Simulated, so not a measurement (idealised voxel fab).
process module | voxel gate over fins
Displayed cross-section: cut, width of 300 nm, square cells sized 5 nm.
Cross-section format: a grid of square cells, given as bands from top to bottom; each band is one or more rows of cells. Quick guide to a band line: top height, bottom height (nm) up front; then every material left to right with its width in nm. Only one material and it's marked "throughout"? Then it fills the band edge to edge. And "air" just means empty space. Height datum 0, below which the as-received substrate wafer is one material. Lowest band open at the bottom, running downward: "z 0 and below". With a width like "30->40", each row of cells in the band differs from the next by the same amount, the top row carrying the first number and the bottom row the second. "stayed the same" -> step changed no cross-section cell. "Sealed internal cavities" specifies each empty space that is not open to the top and that occupies no fewer than 8 cells, using the form width x height at distance, the distance measured from the left edge and all three quantities in nm. Past the settings on a step's line: simulator remark, on that step. What "overlay nm" on a step's line means: if the step has a mask, that mask lay this far to the right of its planned place, or, when the value is negative, to the left.

-- Listed below are the process steps as planned
1 RECEIVE, material Si
2 CONFORMAL_DEP, material SiN, thk nm 10
3 PATTERN, tone cover, mask id FINS, material resist, width nm 15, pitch nm 40, thk nm 15, overlay nm 0
4 DIRECTIONAL_ETCH, etch materials SiN, depth nm 10
5 DIRECTIONAL_ETCH, etch materials Si, depth nm 25
6 STRIP, etch materials resist
7 FILL_DEP, material SiO2, thk nm 15
8 CMP, height nm 10
9 SELECTIVE_ETCH, etch materials SiO2, depth nm 25
10 STRIP, etch materials SiN
11 CONFORMAL_DEP, material HfO2, thk nm 5
12 CONFORMAL_DEP, material TiN, thk nm 5
13 FILL_DEP, material W, thk nm 15
14 CMP, height nm 20
15 CONFORMAL_DEP, material SiN, thk nm 5
What sets these wafers apart? The depth nm at step 5. They all start alike, and the plan carries the first wafer's value.

-- Cross-sectional view of the first of several wafers in the as-received condition, corresponding to the state following step 1
    z 0 and below | Si throughout
    Sealed internal cavities: none

-- After the module's final step, step 15: the first of several wafers in cross-section
    z 25 to 20 | SiN throughout
    z 20 to 10 | W throughout
    z 10 to 5 | 110 nm W, 35 nm TiN, 5 nm W, 35 nm TiN, 115 nm W
    z 5 to 0 | 110 nm W, 5 nm TiN, 25 nm HfO2, 5 nm TiN, 5 nm W, 5 nm TiN, 25 nm HfO2, 5 nm TiN, 115 nm W
    z 0 to -5 | 110 nm W, 5 nm TiN, 5 nm HfO2, 15 nm Si, 5 nm HfO2, 5 nm TiN, 5 nm W, 5 nm TiN, 5 nm HfO2, 15 nm Si, 5 nm HfO2, 5 nm TiN, 115 nm W
    z -5 to -10 | 115 nm TiN, 5 nm HfO2, 15 nm Si, 5 nm HfO2, 15 nm TiN, 5 nm HfO2, 15 nm Si, 5 nm HfO2, 120 nm TiN
    z -10 to -15 | 120 nm HfO2, 15 nm Si, 25 nm HfO2, 15 nm Si, 125 nm HfO2
    z -15 to -25 | 120 nm SiO2, 15 nm Si, 25 nm SiO2, 15 nm Si, 125 nm SiO2
    z -25 and below | Si throughout
    Sealed internal cavities: none

-- Last wafer of the set, cross-sectioned at end of module
    z 25 to 20 | SiN throughout
    z 20 to 10 | W throughout
    z 10 to 5 | 110 nm W, 35 nm TiN, 5 nm W, 35 nm TiN, 115 nm W
    z 5 to 0 | 110 nm W, 5 nm TiN, 25 nm HfO2, 5 nm TiN, 5 nm W, 5 nm TiN, 25 nm HfO2, 5 nm TiN, 115 nm W
    z 0 to -5 | 110 nm W, 5 nm TiN, 5 nm HfO2, 15 nm Si, 5 nm HfO2, 5 nm TiN, 5 nm W, 5 nm TiN, 5 nm HfO2, 15 nm Si, 5 nm HfO2, 5 nm TiN, 115 nm W
    z -5 to -10 | 115 nm TiN, 5 nm HfO2, 15 nm Si, 5 nm HfO2, 15 nm TiN, 5 nm HfO2, 15 nm Si, 5 nm HfO2, 120 nm TiN
    z -10 to -15 | 120 nm HfO2, 15 nm Si, 25 nm HfO2, 15 nm Si, 125 nm HfO2
    z -15 to -50 | 120 nm SiO2, 15 nm Si, 25 nm SiO2, 15 nm Si, 125 nm SiO2
    z -50 and below | Si throughout
    Sealed internal cavities: none

-- What follows is a table in which each wafer occupies a row; for the wafer as it stands at the close of the module, the row states, material by material, how many cells have been gained (+) or lost (-) since receipt, and then gives its closed voids
depth nm 25; +72 HfO2; -270 Si; +60 SiN; +108 SiO2; +72 TiN; +258 W; Sealed internal cavities: none
depth nm 30; +72 HfO2; -324 Si; +60 SiN; +162 SiO2; +72 TiN; +258 W; Sealed internal cavities: none
depth nm 35; +72 HfO2; -378 Si; +60 SiN; +216 SiO2; +72 TiN; +258 W; Sealed internal cavities: none
depth nm 40; +72 HfO2; -432 Si; +60 SiN; +270 SiO2; +72 TiN; +258 W; Sealed internal cavities: none
depth nm 45; +72 HfO2; -486 Si; +60 SiN; +324 SiO2; +72 TiN; +258 W; Sealed internal cavities: none
depth nm 50; +72 HfO2; -540 Si; +60 SiN; +378 SiO2; +72 TiN; +258 W; Sealed internal cavities: none
